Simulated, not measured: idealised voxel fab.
Process module, titled voxel double patterning
Section cut is 210 nm wide and gridded with 5 nm square cells.
Cross-section layout: square cells on a grid; listed as bands, top to bottom; a band spans one or more cell rows. Within each band entry, the heights of the top and of the bottom of the band appear first, in that order and in nm; the materials of the band then follow from left to right, each with its corresponding width in nm. The designation "everywhere" on a single material indicates that it fills the band from edge to edge; the designation "blank" indicates empty space. A quick word on heights: they are counted from 0, and under that level the wafer as it came to us is one material throughout. The lowest band is different from the rest in having no bottom; it simply continues downward, written as in "top 0, no bottom". Graded width ("30->40"): value in top row of band = first number; value in bottom row = second number; row-to-row change constant. Take "identical to before" at face value: in the step it is given for, the cross-section changed in none of its cells. This entry, "Fully sealed voids", enumerates those empty regions of no fewer than 8 cells that possess no open connection to the top. Each region is reported in the form width x height at distance, the distance being taken from the left edge, with all three quantities expressed in nm. Read whatever lies past the settings on a step's line as the simulator's own remark about the step. What "overlay nm" on a step's line means: if the step has a mask, that mask lay this far to the right of its planned place, or, when the value is negative, to the left.
[Below is the list of planned process steps]
1. RECEIVE (material Si)
2. CONFORMAL_DEP (material SiO2; thk nm 10)
3. DIRECTIONAL_DEP (material polySi; thk nm 10)
4. DIRECTIONAL_DEP (material SiCN; thk nm 5)
5. DIRECTIONAL_DEP (material aC; thk nm 10)
6. PATTERN (tone open; mask id FIRST; material resist; width nm 15; pitch nm 50; thk nm 30; overlay nm 0)
7. DIRECTIONAL_ETCH (etch materials aC; depth nm 10)
8. STRIP (etch materials resist)
9. DIRECTIONAL_ETCH (etch materials SiCN; depth nm 5)
10. STRIP (etch materials aC)
11. MASKED_ETCH (tone open; mask id SECOND; width nm 15; pitch nm 50; etch materials SiCN; depth nm 5; overlay nm 0)
12. DIRECTIONAL_ETCH (etch materials polySi; depth nm 10)
13. STRIP (etch materials SiCN)
[First of the two wafers, run per plan]
[Cross-section of the wafer upon arrival, representing the state reached after step 1]
top 0, no bottom: Si everywhere
Fully sealed voids: none
[Sectional view: wafer, after step 2]
top 10, bottom 0: SiO2 everywhere
Whatever lies below 0 is exactly as it was before.
[Sectional view: wafer, after step 3]
top 20, bottom 10: polySi everywhere
Whatever lies below 10 is exactly as it was before.
[Sectional view: wafer, after step 4]
top 25, bottom 20: SiCN everywhere
Whatever lies below 20 is exactly as it was before.
[Sectional view: wafer, after step 5]
top 35, bottom 25: aC everywhere
Whatever lies below 25 is exactly as it was before.
[Sectional view: wafer, after step 6]
top 65, bottom 35: resist 45 | blank 15 | resist 35 | blank 15 | resist 35 | blank 15 | resist 50
Whatever lies below 35 is exactly as it was before.
[Sectional view: wafer, after step 7]
top 55, bottom 35: resist 45 | blank 15 | resist 35 | blank 15 | resist 35 | blank 15 | resist 50
top 35, bottom 25: aC 45 | blank 15 | aC 35 | blank 15 | aC 35 | blank 15 | aC 50
Whatever lies below 25 is exactly as it was before.
[Sectional view: wafer, after step 8]
top 35, bottom 25: aC 45 | blank 15 | aC 35 | blank 15 | aC 35 | blank 15 | aC 50
Whatever lies below 25 is exactly as it was before.
[Sectional view: wafer, after step 9]
top 35, bottom 25: aC 45 | blank 15 | aC 35 | blank 15 | aC 35 | blank 15 | aC 50
top 25, bottom 20: SiCN 45 | blank 15 | SiCN 35 | blank 15 | SiCN 35 | blank 15 | SiCN 50
Whatever lies below 20 is exactly as it was before.
[Sectional view: wafer, after step 10]
top 25, bottom 20: SiCN 45 | blank 15 | SiCN 35 | blank 15 | SiCN 35 | blank 15 | SiCN 50
Whatever lies below 20 is exactly as it was before.
[Sectional view: wafer, after step 11]
top 25, bottom 20: SiCN 45 | blank 15 | SiCN 10 | blank 15 | SiCN 10 | blank 15 | SiCN 10 | blank 15 | SiCN 10 | blank 15 | SiCN 50
Whatever lies below 20 is exactly as it was before.
[Sectional view: wafer, after step 12]
top 25, bottom 20: SiCN 45 | blank 15 | SiCN 10 | blank 15 | SiCN 10 | blank 15 | SiCN 10 | blank 15 | SiCN 10 | blank 15 | SiCN 50
top 20, bottom 10: polySi 45 | blank 15 | polySi 10 | blank 15 | polySi 10 | blank 15 | polySi 10 | blank 15 | polySi 10 | blank 15 | polySi 50
Whatever lies below 10 is exactly as it was before.
[Sectional view: wafer, after step 13]
top 20, bottom 10: polySi 45 | blank 15 | polySi 10 | blank 15 | polySi 10 | blank 15 | polySi 10 | blank 15 | polySi 10 | blank 15 | polySi 50
Whatever lies below 10 is exactly as it was before.
[second wafer: like start, like plan, one mistake. Through step 2 it matches the first wafer]
[Cross-sectional view of the second wafer at the intended end time of process step 3]
top 25, bottom 10: polySi everywhere
Whatever lies below 10 is exactly as it was before.
[Cross-sectional view of the second wafer at the intended end time of process step 4]
top 30, bottom 25: SiCN everywhere
Whatever lies below 25 is exactly as it was before.
[Cross-sectional view of the second wafer at the intended end time of process step 5]
top 40, bottom 30: aC everywhere
Whatever lies below 30 is exactly as it was before.
[Cross-sectional view of the second wafer at the intended end time of process step 6]
top 70, bottom 40: resist 45 | blank 15 | resist 35 | blank 15 | resist 35 | blank 15 | resist 50
Whatever lies below 40 is exactly as it was before.
[Cross-sectional view of the second wafer at the intended end time of process step 7]
top 60, bottom 40: resist 45 | blank 15 | resist 35 | blank 15 | resist 35 | blank 15 | resist 50
top 40, bottom 30: aC 45 | blank 15 | aC 35 | blank 15 | aC 35 | blank 15 | aC 50
Whatever lies below 30 is exactly as it was before.
[Cross-sectional view of the second wafer at the intended end time of process step 8]
top 40, bottom 30: aC 45 | blank 15 | aC 35 | blank 15 | aC 35 | blank 15 | aC 50
Whatever lies below 30 is exactly as it was before.
[Cross-sectional view of the second wafer at the intended end time of process step 9]
top 40, bottom 30: aC 45 | blank 15 | aC 35 | blank 15 | aC 35 | blank 15 | aC 50
top 30, bottom 25: SiCN 45 | blank 15 | SiCN 35 | blank 15 | SiCN 35 | blank 15 | SiCN 50
Whatever lies below 25 is exactly as it was before.
[Cross-sectional view of the second wafer at the intended end time of process step 10]
top 30, bottom 25: SiCN 45 | blank 15 | SiCN 35 | blank 15 | SiCN 35 | blank 15 | SiCN 50
Whatever lies below 25 is exactly as it was before.
[Cross-sectional view of the second wafer at the intended end time of process step 11]
top 30, bottom 25: SiCN 45 | blank 15 | SiCN 10 | blank 15 | SiCN 10 | blank 15 | SiCN 10 | blank 15 | SiCN 10 | blank 15 | SiCN 50
Whatever lies below 25 is exactly as it was before.
[Cross-sectional view of the second wafer at the intended end time of process step 12]
top 30, bottom 25: SiCN 45 | blank 15 | SiCN 10 | blank 15 | SiCN 10 | blank 15 | SiCN 10 | blank 15 | SiCN 10 | blank 15 | SiCN 50
top 25, bottom 15: polySi 45 | blank 15 | polySi 10 | blank 15 | polySi 10 | blank 15 | polySi 10 | blank 15 | polySi 10 | blank 15 | polySi 50
Whatever lies below 15 is exactly as it was before.
[Cross-sectional view of the second wafer at the intended end time of process step 13]
top 25, bottom 15: polySi 45 | blank 15 | polySi 10 | blank 15 | polySi 10 | blank 15 | polySi 10 | blank 15 | polySi 10 | blank 15 | polySi 50
Whatever lies below 15 is exactly as it was before.
Short version of what went wrong: not per plan at step 3, really ran DIRECTIONAL_DEP (material polySi; thk nm 15)
Once processing is complete, comparing cell counts shows that the second wafer has more or fewer of certain materials than the first: 42 more of polySi
